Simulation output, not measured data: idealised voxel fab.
process module | voxel tone inversion
cross-section cut | 255 nm wide | cells 5 nm
A cross-section is a grid of square cells, given in bands from the top down. A band is one or more rows of cells.
Each band's line starts with the height of the band's top and of its bottom, in nm. Then come its materials from left to right, each with its width in nm. One material with "throughout" fills the band from edge to edge. "air" is empty space.
Height 0 is the level under which the wafer as received is all one material. The lowest band goes on downwards, as in "0 down".
A width such as "30 to 40" changes by the same amount from each row of cells to the next, from the band's top row to its bottom row.
"no change" after a step means that no cell of the cross-section changed.
closed voids: empty space of 8 cells or more with no open way to the top, each as width x height at its distance from the left edge, in nm
after a step's settings: what the simulator itself notes on the step
overlay nm, on a step with a mask: how far to the right of its planned place the mask lay; to the left if negative
plan
1 op RECEIVE | material Si
2 op CONFORMAL_DEP | material SiN | thk nm 5
3 op DIRECTIONAL_DEP | material aC | thk nm 25
4 op PATTERN | tone cover | mask id POSTS | material resist | width nm 15 | pitch nm 35 | thk nm 35 | overlay nm 0
5 op DIRECTIONAL_ETCH | etch materials aC | depth nm 25
6 op STRIP | etch materials resist
7 op FILL_DEP | material lowk | thk nm 10
8 op CMP | height nm 30
9 op STRIP | etch materials aC
10 op CONFORMAL_DEP | material TiN | thk nm 5
11 op FILL_DEP | material Cu | thk nm 10
12 op CMP | height nm 30
13 op CONFORMAL_DEP | material SiN | thk nm 5
first wafer, as planned
as received, after step 1
  0 down: Si throughout
  closed voids: none
after step 2
  5 to 0: SiN throughout
  below 0: unchanged
after step 3
  30 to 5: aC throughout
  below 5: unchanged
after step 4
  65 to 30: air 100 | resist 15 | air 20 | resist 15 | air 105
  below 30: unchanged
after step 5
  40 to 30: air 100 | resist 15 | air 20 | resist 15 | air 105
  30 to 5: air 100 | aC 15 | air 20 | aC 15 | air 105
  below 5: unchanged
after step 6
  30 to 5: air 100 | aC 15 | air 20 | aC 15 | air 105
  below 5: unchanged
after step 7
  40 to 30: lowk throughout
  30 to 5: lowk 100 | aC 15 | lowk 20 | aC 15 | lowk 105
  below 5: unchanged
after step 8
  30 to 5: lowk 100 | aC 15 | lowk 20 | aC 15 | lowk 105
  below 5: unchanged
after step 9
  30 to 5: lowk 100 | air 15 | lowk 20 | air 15 | lowk 105
  below 5: unchanged
after step 10
  35 to 30: TiN 105 | air 5 | TiN 30 | air 5 | TiN 110
  30 to 10: lowk 100 | TiN 5 | air 5 | TiN 5 | lowk 20 | TiN 5 | air 5 | TiN 5 | lowk 105
  10 to 5: lowk 100 | TiN 15 | lowk 20 | TiN 15 | lowk 105
  below 5: unchanged
after step 11
  45 to 35: Cu throughout
  35 to 30: TiN 105 | Cu 5 | TiN 30 | Cu 5 | TiN 110
  30 to 10: lowk 100 | TiN 5 | Cu 5 | TiN 5 | lowk 20 | TiN 5 | Cu 5 | TiN 5 | lowk 105
  below 10: unchanged
after step 12
  30 to 10: lowk 100 | TiN 5 | Cu 5 | TiN 5 | lowk 20 | TiN 5 | Cu 5 | TiN 5 | lowk 105
  below 10: unchanged
after step 13
  35 to 30: SiN throughout
  below 30: unchanged
second wafer: like start, like plan, one mistake. Through step 3 it matches the first wafer
when step 4 should have ended
  65 to 30: air 100 | resist 20 | air 15 | resist 20 | air 100
  below 30: unchanged
when step 5 should have ended
  40 to 30: air 100 | resist 20 | air 15 | resist 20 | air 100
  30 to 5: air 100 | aC 20 | air 15 | aC 20 | air 100
  below 5: unchanged
when step 6 should have ended
  30 to 5: air 100 | aC 20 | air 15 | aC 20 | air 100
  below 5: unchanged
when step 7 should have ended
  40 to 30: lowk throughout
  30 to 5: lowk 100 | aC 20 | lowk 15 | aC 20 | lowk 100
  below 5: unchanged
when step 8 should have ended
  30 to 5: lowk 100 | aC 20 | lowk 15 | aC 20 | lowk 100
  below 5: unchanged
when step 9 should have ended
  30 to 5: lowk 100 | air 20 | lowk 15 | air 20 | lowk 100
  below 5: unchanged
when step 10 should have ended
  35 to 30: TiN 105 | air 10 | TiN 25 | air 10 | TiN 105
  30 to 10: lowk 100 | TiN 5 | air 10 | TiN 5 | lowk 15 | TiN 5 | air 10 | TiN 5 | lowk 100
  10 to 5: lowk 100 | TiN 20 | lowk 15 | TiN 20 | lowk 100
  below 5: unchanged
when step 11 should have ended
  45 to 35: Cu throughout
  35 to 30: TiN 105 | Cu 10 | TiN 25 | Cu 10 | TiN 105
  30 to 10: lowk 100 | TiN 5 | Cu 10 | TiN 5 | lowk 15 | TiN 5 | Cu 10 | TiN 5 | lowk 100
  below 10: unchanged
when step 12 should have ended
  30 to 10: lowk 100 | TiN 5 | Cu 10 | TiN 5 | lowk 15 | TiN 5 | Cu 10 | TiN 5 | lowk 100
  below 10: unchanged
when step 13 should have ended
  35 to 30: SiN throughout
  below 30: unchanged
what went wrong: step 4 ran as: op PATTERN | tone cover | mask id POSTS | material resist | width nm 20 | pitch nm 35 | thk nm 35 | overlay nm 0
at the end the second wafer has, in cells: 8 more of Cu | 2 more of TiN | 10 fewer of lowk
